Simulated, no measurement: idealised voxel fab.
process module | voxel double patterning
cross-section cut | 295 nm wide | cells 5 nm
A cross-section is a grid of square cells, given in bands from the top down. A band is one or more rows of cells.
Each band's line starts with the height of the band's top and of its bottom, in nm. Then come its materials from left to right, each with its width in nm. One material with "throughout" fills the band from edge to edge. "air" is empty space.
Height 0 is the level under which the wafer as received is all one material. The lowest band goes on downwards, as in "0 down".
A width such as "30 to 40" changes by the same amount from each row of cells to the next, from the band's top row to its bottom row.
"no change" after a step means that no cell of the cross-section changed.
closed voids: empty space of 8 cells or more with no open way to the top, each as width x height at its distance from the left edge, in nm
after a step's settings: what the simulator itself notes on the step
overlay nm, on a step with a mask: how far to the right of its planned place the mask lay; to the left if negative
plan
1 op RECEIVE | material Si
2 op CONFORMAL_DEP | material SiO2 | thk nm 5
3 op DIRECTIONAL_DEP | material W | thk nm 20
4 op DIRECTIONAL_DEP | material SiN | thk nm 10
5 op MASKED_ETCH | tone open | mask id FIRST | width nm 15 | pitch nm 50 | etch materials SiN | depth nm 10 | overlay nm 0
6 op DIRECTIONAL_DEP | material aC | thk nm 10
7 op PATTERN | tone open | mask id SECOND | material resist | width nm 15 | pitch nm 50 | thk nm 30 | overlay nm 0
8 op DIRECTIONAL_ETCH | etch materials aC | depth nm 10
9 op STRIP | etch materials resist
10 op DIRECTIONAL_ETCH | etch materials SiN | depth nm 10
11 op STRIP | etch materials aC
12 op DIRECTIONAL_ETCH | etch materials W | depth nm 20
13 op STRIP | etch materials SiN
as received, after step 1
  0 down: Si throughout
  closed voids: none
a wafer at the end: this start, this plan, one mistake
  25 to 15: W 90 | air 15 | W 35 | air 15 | W 35 | air 15 | W 90
  15 to 5: W throughout
  5 to 0: SiO2 throughout
  0 down: Si throughout
  closed voids: none
what went wrong: step 6 ran as: op DIRECTIONAL_DEP | material W | thk nm 10
